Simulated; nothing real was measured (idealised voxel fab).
You're looking at the process module voxel tone inversion.
It is cross-section cut that appears here, measuring 200 nm in width, its square cells being 5 nm in size.
Think of the cross-section as a grid of square cells. We describe it in bands, top to bottom, and each band covers one or more rows of those cells.
Heights first: top, then bottom, in nm. Then materials, left to right, each with a width in nm. "all across" on a single material: fills the band edge to edge. "air": empty space.
Height 0 is the level under which the wafer as received is all one material. The lowest band goes on downwards, as in "0 nm and below".
Width spec "30->40" -> top row of cells at first value, bottom row at second value, equal per-row change in between.
What does "no modifications" mean for a step? It means no cell of the cross-section changed in that step.
Under "Entrapped void list" you'll find the enclosed gaps, the ones with no way out to the top, that are 8 cells or bigger; each reads width x height at distance, with distance counted from the left edge, everything in nm.
after a step's settings: what the simulator itself notes on the step
For masked steps, "overlay nm" on the step line gives how far right of plan the mask actually lay; a minus sign means it lay to the left.
Process steps foreseen in the plan
1 RECEIVE with material Si
2 CONFORMAL_DEP with material SiN, thk nm 10
3 DIRECTIONAL_DEP with material polySi, thk nm 15
4 PATTERN with tone cover, mask id POSTS, material resist, width nm 15, pitch nm 35, thk nm 25, overlay nm 0
5 DIRECTIONAL_ETCH with etch materials polySi, depth nm 15
6 STRIP with etch materials resist
7 FILL_DEP with material SiO2, thk nm 10
8 CMP with height nm 25
9 STRIP with etch materials polySi
10 CONFORMAL_DEP with material TiN, thk nm 5
11 FILL_DEP with material Ru, thk nm 10
12 CMP with height nm 25
13 CONFORMAL_DEP with material SiN, thk nm 5
First of two wafers: run as planned
So this is the incoming wafer in cross-section - it's already been through step 1
- 0 nm and below  Si all across
- Entrapped void list: none
You're looking at a cross-section of the wafer after step 2
- 10 nm to 0 nm  SiN all across
- Under the height 0 nothing was changed.
You're looking at a cross-section of the wafer after step 3
- 25 nm to 10 nm  polySi all across
- Under the height 10 nothing was changed.
You're looking at a cross-section of the wafer after step 4
- 50 nm to 25 nm  air 55 nm, resist 15 nm, air 20 nm, resist 15 nm, air 20 nm, resist 15 nm, air 60 nm
- Under the height 25 nothing was changed.
You're looking at a cross-section of the wafer after step 5
- 50 nm to 25 nm  air 55 nm, resist 15 nm, air 20 nm, resist 15 nm, air 20 nm, resist 15 nm, air 60 nm
- 25 nm to 10 nm  air 55 nm, polySi 15 nm, air 20 nm, polySi 15 nm, air 20 nm, polySi 15 nm, air 60 nm
- Under the height 10 nothing was changed.
You're looking at a cross-section of the wafer after step 6
- 25 nm to 10 nm  air 55 nm, polySi 15 nm, air 20 nm, polySi 15 nm, air 20 nm, polySi 15 nm, air 60 nm
- Under the height 10 nothing was changed.
You're looking at a cross-section of the wafer after step 7
- 35 nm to 25 nm  SiO2 all across
- 25 nm to 10 nm  SiO2 55 nm, polySi 15 nm, SiO2 20 nm, polySi 15 nm, SiO2 20 nm, polySi 15 nm, SiO2 60 nm
- Under the height 10 nothing was changed.
You're looking at a cross-section of the wafer after step 8
- 25 nm to 10 nm  SiO2 55 nm, polySi 15 nm, SiO2 20 nm, polySi 15 nm, SiO2 20 nm, polySi 15 nm, SiO2 60 nm
- Under the height 10 nothing was changed.
You're looking at a cross-section of the wafer after step 9
- 25 nm to 10 nm  SiO2 55 nm, air 15 nm, SiO2 20 nm, air 15 nm, SiO2 20 nm, air 15 nm, SiO2 60 nm
- Under the height 10 nothing was changed.
You're looking at a cross-section of the wafer after step 10
- 30 nm to 25 nm  TiN 60 nm, air 5 nm, TiN 30 nm, air 5 nm, TiN 30 nm, air 5 nm, TiN 65 nm
- 25 nm to 15 nm  SiO2 55 nm, TiN 5 nm, air 5 nm, TiN 5 nm, SiO2 20 nm, TiN 5 nm, air 5 nm, TiN 5 nm, SiO2 20 nm, TiN 5 nm, air 5 nm, TiN 5 nm, SiO2 60 nm
- 15 nm to 10 nm  SiO2 55 nm, TiN 15 nm, SiO2 20 nm, TiN 15 nm, SiO2 20 nm, TiN 15 nm, SiO2 60 nm
- Under the height 10 nothing was changed.
You're looking at a cross-section of the wafer after step 11
- 40 nm to 30 nm  Ru all across
- 30 nm to 25 nm  TiN 60 nm, Ru 5 nm, TiN 30 nm, Ru 5 nm, TiN 30 nm, Ru 5 nm, TiN 65 nm
- 25 nm to 15 nm  SiO2 55 nm, TiN 5 nm, Ru 5 nm, TiN 5 nm, SiO2 20 nm, TiN 5 nm, Ru 5 nm, TiN 5 nm, SiO2 20 nm, TiN 5 nm, Ru 5 nm, TiN 5 nm, SiO2 60 nm
- Under the height 15 nothing was changed.
You're looking at a cross-section of the wafer after step 12
- 25 nm to 15 nm  SiO2 55 nm, TiN 5 nm, Ru 5 nm, TiN 5 nm, SiO2 20 nm, TiN 5 nm, Ru 5 nm, TiN 5 nm, SiO2 20 nm, TiN 5 nm, Ru 5 nm, TiN 5 nm, SiO2 60 nm
- Under the height 15 nothing was changed.
You're looking at a cross-section of the wafer after step 13
- 30 nm to 25 nm  SiN all across
- Under the height 25 nothing was changed.
Now the other wafer: same start, same recipe, but we messed up one thing when running it. Up to and including step 3 it's the same as the first one
Second wafer, sectioned view, at step 4's planned end time
- 50 nm to 25 nm  resist 55 nm, air 15 nm, resist 20 nm, air 15 nm, resist 20 nm, air 15 nm, resist 60 nm
- Under the height 25 nothing was changed.
Second wafer, sectioned view, at step 5's planned end time
- 50 nm to 25 nm  resist 55 nm, air 15 nm, resist 20 nm, air 15 nm, resist 20 nm, air 15 nm, resist 60 nm
- 25 nm to 10 nm  polySi 55 nm, air 15 nm, polySi 20 nm, air 15 nm, polySi 20 nm, air 15 nm, polySi 60 nm
- Under the height 10 nothing was changed.
Second wafer, sectioned view, at step 6's planned end time
- 25 nm to 10 nm  polySi 55 nm, air 15 nm, polySi 20 nm, air 15 nm, polySi 20 nm, air 15 nm, polySi 60 nm
- Under the height 10 nothing was changed.
Second wafer, sectioned view, at step 7's planned end time
- 35 nm to 25 nm  SiO2 all across
- 25 nm to 10 nm  polySi 55 nm, SiO2 15 nm, polySi 20 nm, SiO2 15 nm, polySi 20 nm, SiO2 15 nm, polySi 60 nm
- Under the height 10 nothing was changed.
Second wafer, sectioned view, at step 8's planned end time
- 25 nm to 10 nm  polySi 55 nm, SiO2 15 nm, polySi 20 nm, SiO2 15 nm, polySi 20 nm, SiO2 15 nm, polySi 60 nm
- Under the height 10 nothing was changed.
Second wafer, sectioned view, at step 9's planned end time
- 25 nm to 10 nm  air 55 nm, SiO2 15 nm, air 20 nm, SiO2 15 nm, air 20 nm, SiO2 15 nm, air 60 nm
- Under the height 10 nothing was changed.
Second wafer, sectioned view, at step 10's planned end time
- 30 nm to 25 nm  air 50 nm, TiN 25 nm, air 10 nm, TiN 25 nm, air 10 nm, TiN 25 nm, air 55 nm
- 25 nm to 15 nm  air 50 nm, TiN 5 nm, SiO2 15 nm, TiN 5 nm, air 10 nm, TiN 5 nm, SiO2 15 nm, TiN 5 nm, air 10 nm, TiN 5 nm, SiO2 15 nm, TiN 5 nm, air 55 nm
- 15 nm to 10 nm  TiN 55 nm, SiO2 15 nm, TiN 20 nm, SiO2 15 nm, TiN 20 nm, SiO2 15 nm, TiN 60 nm
- Under the height 10 nothing was changed.
Second wafer, sectioned view, at step 11's planned end time
- 40 nm to 30 nm  Ru all across
- 30 nm to 25 nm  Ru 50 nm, TiN 25 nm, Ru 10 nm, TiN 25 nm, Ru 10 nm, TiN 25 nm, Ru 55 nm
- 25 nm to 15 nm  Ru 50 nm, TiN 5 nm, SiO2 15 nm, TiN 5 nm, Ru 10 nm, TiN 5 nm, SiO2 15 nm, TiN 5 nm, Ru 10 nm, TiN 5 nm, SiO2 15 nm, TiN 5 nm, Ru 55 nm
- Under the height 15 nothing was changed.
Second wafer, sectioned view, at step 12's planned end time
- 25 nm to 15 nm  Ru 50 nm, TiN 5 nm, SiO2 15 nm, TiN 5 nm, Ru 10 nm, TiN 5 nm, SiO2 15 nm, TiN 5 nm, Ru 10 nm, TiN 5 nm, SiO2 15 nm, TiN 5 nm, Ru 55 nm
- Under the height 15 nothing was changed.
Second wafer, sectioned view, at step 13's planned end time
- 30 nm to 25 nm  SiN all across
- Under the height 25 nothing was changed.
The plan and the run diverged here: for step 4, the planned setting was not used; the step was instead run as PATTERN with tone open, mask id POSTS, material resist, width nm 15, pitch nm 35, thk nm 25, overlay nm 0
Materials where the second wafer ends with more or fewer cells than the first: Ru: 44 more, SiO2: 66 fewer, TiN: 22 more
